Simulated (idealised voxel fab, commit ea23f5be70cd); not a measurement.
process module | voxel wiring stack
cross-section cut | 165 nm wide | cells 5 nm
A cross-section is a grid of square cells, given in bands from the top down. A band is one or more rows of cells.
Each band's line starts with the height of the band's top and of its bottom, in nm. Then come its materials from left to right, each with its width in nm. One material with "throughout" fills the band from edge to edge. "air" is empty space.
Height 0 is the level under which the wafer as received is all one material. The lowest band goes on downwards, as in "0 down".
A width such as "30 to 40" changes by the same amount from each row of cells to the next, from the band's top row to its bottom row.
"no change" after a step means that no cell of the cross-section changed.
closed voids: empty space of 8 cells or more with no open way to the top, each as width x height at its distance from the left edge, in nm
after a step's settings: what the simulator itself notes on the step
overlay nm, on a step with a mask: how far to the right of its planned place the mask lay; to the left if negative
plan
1 op RECEIVE | material Si
2 op CONFORMAL_DEP | material SiO2 | thk nm 10
3 op DIRECTIONAL_DEP | material TiN | thk nm 5
4 op DIRECTIONAL_DEP | material W | thk nm 25
5 op DIRECTIONAL_DEP | material aC | thk nm 10
6 op PATTERN | tone cover | mask id METAL_1 | material resist | width nm 20 | pitch nm 35 | thk nm 25 | overlay nm 0
7 op DIRECTIONAL_ETCH | etch materials aC | depth nm 10
8 op STRIP | etch materials resist
9 op DIRECTIONAL_ETCH | etch materials W | depth nm 25
10 op DIRECTIONAL_ETCH | etch materials TiN | depth nm 5
11 op STRIP | etch materials aC
12 op CONFORMAL_DEP | material SiN | thk nm 5
13 op FILL_DEP | material lowk | thk nm 10
14 op CMP | height nm 40
15 op CONFORMAL_DEP | material SiCN | thk nm 5
16 op DIRECTIONAL_DEP | material SiO2 | thk nm 15
17 op PATTERN | tone open | mask id PLUG_1 | material resist | width nm 15 | pitch nm 70 | thk nm 15 | overlay nm 0
18 op DIRECTIONAL_ETCH | etch materials SiO2 | depth nm 15
19 op DIRECTIONAL_ETCH | etch materials SiCN | depth nm 5
20 op STRIP | etch materials resist
21 op CONFORMAL_DEP | material TiN | thk nm 5
22 op FILL_DEP | material Cu | thk nm 5
23 op CMP | height nm 60
24 op DIRECTIONAL_DEP | material TiN | thk nm 5
25 op DIRECTIONAL_DEP | material Ru | thk nm 25
26 op PATTERN | tone cover | mask id METAL_2 | material resist | width nm 20 | pitch nm 35 | thk nm 20 | overlay nm 0
27 op DIRECTIONAL_ETCH | etch materials Ru | depth nm 25
28 op DIRECTIONAL_ETCH | etch materials TiN | depth nm 5
29 op STRIP | etch materials resist
30 op FILL_DEP | material SiO2 | thk nm 5
31 op CMP | height nm 90
32 op CONFORMAL_DEP | material SiN | thk nm 5
first wafer, as planned
as received, after step 1
  0 down: Si throughout
  closed voids: none
after step 2
  10 to 0: SiO2 throughout
  below 0: unchanged
after step 3
  15 to 10: TiN throughout
  below 10: unchanged
after step 4
  40 to 15: W throughout
  below 15: unchanged
after step 5
  50 to 40: aC throughout
  below 40: unchanged
after step 6
  75 to 50: air 20 | resist 20 | air 15 | resist 20 | air 15 | resist 20 | air 15 | resist 20 | air 20
  below 50: unchanged
after step 7
  65 to 50: air 20 | resist 20 | air 15 | resist 20 | air 15 | resist 20 | air 15 | resist 20 | air 20
  50 to 40: air 20 | aC 20 | air 15 | aC 20 | air 15 | aC 20 | air 15 | aC 20 | air 20
  below 40: unchanged
after step 8
  50 to 40: air 20 | aC 20 | air 15 | aC 20 | air 15 | aC 20 | air 15 | aC 20 | air 20
  below 40: unchanged
after step 9
  50 to 40: air 20 | aC 20 | air 15 | aC 20 | air 15 | aC 20 | air 15 | aC 20 | air 20
  40 to 15: air 20 | W 20 | air 15 | W 20 | air 15 | W 20 | air 15 | W 20 | air 20
  below 15: unchanged
after step 10
  50 to 40: air 20 | aC 20 | air 15 | aC 20 | air 15 | aC 20 | air 15 | aC 20 | air 20
  40 to 15: air 20 | W 20 | air 15 | W 20 | air 15 | W 20 | air 15 | W 20 | air 20
  15 to 10: air 20 | TiN 20 | air 15 | TiN 20 | air 15 | TiN 20 | air 15 | TiN 20 | air 20
  below 10: unchanged
after step 11
  40 to 15: air 20 | W 20 | air 15 | W 20 | air 15 | W 20 | air 15 | W 20 | air 20
  below 15: unchanged
after step 12
  45 to 40: air 15 | SiN 30 | air 5 | SiN 30 | air 5 | SiN 30 | air 5 | SiN 30 | air 15
  40 to 15: air 15 | SiN 5 | W 20 | SiN 5 | air 5 | SiN 5 | W 20 | SiN 5 | air 5 | SiN 5 | W 20 | SiN 5 | air 5 | SiN 5 | W 20 | SiN 5 | air 15
  15 to 10: SiN 20 | TiN 20 | SiN 15 | TiN 20 | SiN 15 | TiN 20 | SiN 15 | TiN 20 | SiN 20
  below 10: unchanged
after step 13
  55 to 45: lowk throughout
  45 to 40: lowk 15 | SiN 30 | lowk 5 | SiN 30 | lowk 5 | SiN 30 | lowk 5 | SiN 30 | lowk 15
  40 to 15: lowk 15 | SiN 5 | W 20 | SiN 5 | lowk 5 | SiN 5 | W 20 | SiN 5 | lowk 5 | SiN 5 | W 20 | SiN 5 | lowk 5 | SiN 5 | W 20 | SiN 5 | lowk 15
  below 15: unchanged
after step 14
  40 to 15: lowk 15 | SiN 5 | W 20 | SiN 5 | lowk 5 | SiN 5 | W 20 | SiN 5 | lowk 5 | SiN 5 | W 20 | SiN 5 | lowk 5 | SiN 5 | W 20 | SiN 5 | lowk 15
  below 15: unchanged
after step 15
  45 to 40: SiCN throughout
  below 40: unchanged
after step 16
  60 to 45: SiO2 throughout
  below 45: unchanged
after step 17
  75 to 60: resist 20 | air 15 | resist 55 | air 15 | resist 60
  below 60: unchanged
after step 18
  75 to 60: resist 20 | air 15 | resist 55 | air 15 | resist 60
  60 to 45: SiO2 20 | air 15 | SiO2 55 | air 15 | SiO2 60
  below 45: unchanged
after step 19
  75 to 60: resist 20 | air 15 | resist 55 | air 15 | resist 60
  60 to 45: SiO2 20 | air 15 | SiO2 55 | air 15 | SiO2 60
  45 to 40: SiCN 20 | air 15 | SiCN 55 | air 15 | SiCN 60
  below 40: unchanged
after step 20
  60 to 45: SiO2 20 | air 15 | SiO2 55 | air 15 | SiO2 60
  below 45: unchanged
after step 21
  65 to 60: TiN 25 | air 5 | TiN 65 | air 5 | TiN 65
  60 to 45: SiO2 20 | TiN 5 | air 5 | TiN 5 | SiO2 55 | TiN 5 | air 5 | TiN 5 | SiO2 60
  45 to 40: SiCN 20 | TiN 15 | SiCN 55 | TiN 15 | SiCN 60
  below 40: unchanged
after step 22
  70 to 65: Cu throughout
  65 to 60: TiN 25 | Cu 5 | TiN 65 | Cu 5 | TiN 65
  60 to 45: SiO2 20 | TiN 5 | Cu 5 | TiN 5 | SiO2 55 | TiN 5 | Cu 5 | TiN 5 | SiO2 60
  below 45: unchanged
after step 23
  60 to 45: SiO2 20 | TiN 5 | Cu 5 | TiN 5 | SiO2 55 | TiN 5 | Cu 5 | TiN 5 | SiO2 60
  below 45: unchanged
after step 24
  65 to 60: TiN throughout
  below 60: unchanged
after step 25
  90 to 65: Ru throughout
  below 65: unchanged
after step 26
  110 to 90: air 20 | resist 20 | air 15 | resist 20 | air 15 | resist 20 | air 15 | resist 20 | air 20
  below 90: unchanged
after step 27
  110 to 90: air 20 | resist 20 | air 15 | resist 20 | air 15 | resist 20 | air 15 | resist 20 | air 20
  90 to 65: air 20 | Ru 20 | air 15 | Ru 20 | air 15 | Ru 20 | air 15 | Ru 20 | air 20
  below 65: unchanged
after step 28
  110 to 90: air 20 | resist 20 | air 15 | resist 20 | air 15 | resist 20 | air 15 | resist 20 | air 20
  90 to 65: air 20 | Ru 20 | air 15 | Ru 20 | air 15 | Ru 20 | air 15 | Ru 20 | air 20
  65 to 60: air 20 | TiN 20 | air 15 | TiN 20 | air 15 | TiN 20 | air 15 | TiN 20 | air 20
  below 60: unchanged
after step 29
  90 to 65: air 20 | Ru 20 | air 15 | Ru 20 | air 15 | Ru 20 | air 15 | Ru 20 | air 20
  below 65: unchanged
after step 30
  95 to 90: SiO2 throughout
  90 to 65: SiO2 20 | Ru 20 | SiO2 15 | Ru 20 | SiO2 15 | Ru 20 | SiO2 15 | Ru 20 | SiO2 20
  65 to 60: SiO2 20 | TiN 20 | SiO2 15 | TiN 20 | SiO2 15 | TiN 20 | SiO2 15 | TiN 20 | SiO2 20
  below 60: unchanged
after step 31
  90 to 65: SiO2 20 | Ru 20 | SiO2 15 | Ru 20 | SiO2 15 | Ru 20 | SiO2 15 | Ru 20 | SiO2 20
  below 65: unchanged
after step 32
  95 to 90: SiN throughout
  below 90: unchanged
second wafer: like start, like plan, one mistake. Through step 20 it matches the first wafer
when step 21 should have ended
  65 to 60: aC 25 | air 5 | aC 65 | air 5 | aC 65
  60 to 45: SiO2 20 | aC 5 | air 5 | aC 5 | SiO2 55 | aC 5 | air 5 | aC 5 | SiO2 60
  45 to 40: SiCN 20 | aC 15 | SiCN 55 | aC 15 | SiCN 60
  below 40: unchanged
when step 22 should have ended
  70 to 65: Cu throughout
  65 to 60: aC 25 | Cu 5 | aC 65 | Cu 5 | aC 65
  60 to 45: SiO2 20 | aC 5 | Cu 5 | aC 5 | SiO2 55 | aC 5 | Cu 5 | aC 5 | SiO2 60
  below 45: unchanged
when step 23 should have ended
  60 to 45: SiO2 20 | aC 5 | Cu 5 | aC 5 | SiO2 55 | aC 5 | Cu 5 | aC 5 | SiO2 60
  below 45: unchanged
when step 24 should have ended
  65 to 60: TiN throughout
  below 60: unchanged
when step 25 should have ended
  90 to 65: Ru throughout
  below 65: unchanged
when step 26 should have ended
  110 to 90: air 20 | resist 20 | air 15 | resist 20 | air 15 | resist 20 | air 15 | resist 20 | air 20
  below 90: unchanged
when step 27 should have ended
  110 to 90: air 20 | resist 20 | air 15 | resist 20 | air 15 | resist 20 | air 15 | resist 20 | air 20
  90 to 65: air 20 | Ru 20 | air 15 | Ru 20 | air 15 | Ru 20 | air 15 | Ru 20 | air 20
  below 65: unchanged
when step 28 should have ended
  110 to 90: air 20 | resist 20 | air 15 | resist 20 | air 15 | resist 20 | air 15 | resist 20 | air 20
  90 to 65: air 20 | Ru 20 | air 15 | Ru 20 | air 15 | Ru 20 | air 15 | Ru 20 | air 20
  65 to 60: air 20 | TiN 20 | air 15 | TiN 20 | air 15 | TiN 20 | air 15 | TiN 20 | air 20
  below 60: unchanged
when step 29 should have ended
  90 to 65: air 20 | Ru 20 | air 15 | Ru 20 | air 15 | Ru 20 | air 15 | Ru 20 | air 20
  below 65: unchanged
when step 30 should have ended
  95 to 90: SiO2 throughout
  90 to 65: SiO2 20 | Ru 20 | SiO2 15 | Ru 20 | SiO2 15 | Ru 20 | SiO2 15 | Ru 20 | SiO2 20
  65 to 60: SiO2 20 | TiN 20 | SiO2 15 | TiN 20 | SiO2 15 | TiN 20 | SiO2 15 | TiN 20 | SiO2 20
  below 60: unchanged
when step 31 should have ended
  90 to 65: SiO2 20 | Ru 20 | SiO2 15 | Ru 20 | SiO2 15 | Ru 20 | SiO2 15 | Ru 20 | SiO2 20
  below 65: unchanged
when step 32 should have ended
  95 to 90: SiN throughout
  below 90: unchanged
what went wrong: step 21 ran as: op CONFORMAL_DEP | material aC | thk nm 5
at the end the second wafer has, in cells: 18 fewer of TiN | 18 more of aC
